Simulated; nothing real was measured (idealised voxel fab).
This is a process module. Its name is voxel wiring stack.
The cross-section shown here is cut; it is 195 nm wide and divided into square cells measuring 5 nm on a side.
The cross-sections in this document take the form of a grid made of square cells. They are written out as bands, in order from top to bottom. Each band consists of one or more rows of cells. It is stipulated that each band's entry specify, in nanometres, the height of the top of the band and then that of its bottom, followed by the materials of the band in left-to-right sequence, each together with its width in nanometres. A single material marked by the word "all across" is understood to fill the band from edge to edge; the word "blank" is understood to denote empty space. Counting heights begins at 0, where everything beneath is, in the wafer as received, one material. The lowest band has no bottom; it goes on downwards, as "from 0 down" shows. Quick explanation for "30..40": the width changes in equal steps down the rows of cells, from the first number in the band's top row to the second number in its bottom row. Reading "no modification" for a step: not a cell of the cross-section changed in it. In the "Closed void register" entry, you get each enclosed empty space of 8 cells or more, one with no open way to the top, written width x height at distance, distance from the left edge, in nm. Whatever follows a step's settings on its line is a remark the simulator itself makes about that step. Each step line may optionally specify "overlay nm", which for a step with a mask gives the rightward distance between the mask's planned place and where it lay, a negative value indicating the leftward direction.
-- Process steps - plan
1) RECEIVE: material Si
2) CONFORMAL_DEP: material SiO2, thk nm 15
3) DIRECTIONAL_DEP: material TiN, thk nm 5
4) DIRECTIONAL_DEP: material W, thk nm 15
5) MASKED_ETCH: tone cover, mask id METAL_1, width nm 30, pitch nm 50, etch materials W, depth nm 15, overlay nm 0
6) MASKED_ETCH: tone cover, mask id METAL_1, width nm 30, pitch nm 50, etch materials TiN, depth nm 5, overlay nm 0
7) CONFORMAL_DEP: material SiN, thk nm 5
8) FILL_DEP: material SiO2, thk nm 5
9) CMP: height nm 35
10) CONFORMAL_DEP: material SiCN, thk nm 5
11) DIRECTIONAL_DEP: material SiO2, thk nm 10
12) MASKED_ETCH: tone open, mask id PLUG_1, width nm 15, pitch nm 50, etch materials SiO2, depth nm 10, overlay nm 0
13) MASKED_ETCH: tone open, mask id PLUG_1, width nm 15, pitch nm 50, etch materials SiCN, depth nm 5, overlay nm 0
14) EPI: material Ru, thk nm 10
15) EPI: material Ru, thk nm 5
16) CONFORMAL_DEP: material SiN, thk nm 5
17) DIRECTIONAL_DEP: material lowk, thk nm 20
18) DIRECTIONAL_DEP: material aC, thk nm 15
19) PATTERN: tone open, mask id METAL_2, material resist, width nm 30, pitch nm 50, thk nm 35, overlay nm 0
20) DIRECTIONAL_ETCH: etch materials aC, depth nm 15
21) STRIP: etch materials resist
22) DIRECTIONAL_ETCH: etch materials lowk, depth nm 20
23) DIRECTIONAL_ETCH: etch materials SiN, depth nm 5
24) STRIP: etch materials aC
25) CONFORMAL_DEP: material TiN, thk nm 5
26) FILL_DEP: material Cu, thk nm 10
27) CMP: height nm 75
28) EPI: material Ru, thk nm 5
29) FILL_DEP: material SiCN, thk nm 5
-- Shown in cross-section is the wafer as received, that is, as it stands after step 1
	from 0 down = Si all across
	Closed void register: none
-- What the wafer looks like in cross-section after this module, when it starts as shown above and follows the plan above but one mistake is made in running it
	from 85 to 80 = SiCN all across
	from 80 to 75 = 35 nm Ru; 20 nm SiCN; 30 nm Ru; 20 nm SiCN; 30 nm Ru; 20 nm SiCN; 40 nm Ru
	from 75 to 55 = 25 nm Cu; 5 nm TiN; 30 nm lowk; 5 nm TiN; 10 nm Cu; 5 nm TiN; 30 nm lowk; 5 nm TiN; 10 nm Cu; 5 nm TiN; 30 nm lowk; 5 nm TiN; 30 nm Cu
	from 55 to 50 = 30 nm TiN; 30 nm SiN; 20 nm TiN; 30 nm SiN; 20 nm TiN; 30 nm SiN; 35 nm TiN
	from 50 to 40 = 30 nm SiO2; 15 nm Ru; 35 nm SiO2; 15 nm Ru; 35 nm SiO2; 15 nm Ru; 50 nm SiO2
	from 40 to 35 = 30 nm SiCN; 15 nm Ru; 35 nm SiCN; 15 nm Ru; 35 nm SiCN; 15 nm Ru; 50 nm SiCN
	from 35 to 20 = 25 nm SiO2; 5 nm SiN; 30 nm W; 5 nm SiN; 10 nm SiO2; 5 nm SiN; 30 nm W; 5 nm SiN; 10 nm SiO2; 5 nm SiN; 30 nm W; 5 nm SiN; 30 nm SiO2
	from 20 to 15 = 30 nm SiN; 30 nm TiN; 20 nm SiN; 30 nm TiN; 20 nm SiN; 30 nm TiN; 35 nm SiN
	from 15 to 0 = SiO2 all across
	from 0 down = Si all across
	Closed void register: none
Finding, execution versus plan: heads up, step 19 didn't go per plan, it actually ran as PATTERN: tone cover, mask id METAL_2, material resist, width nm 30, pitch nm 50, thk nm 35, overlay nm 0
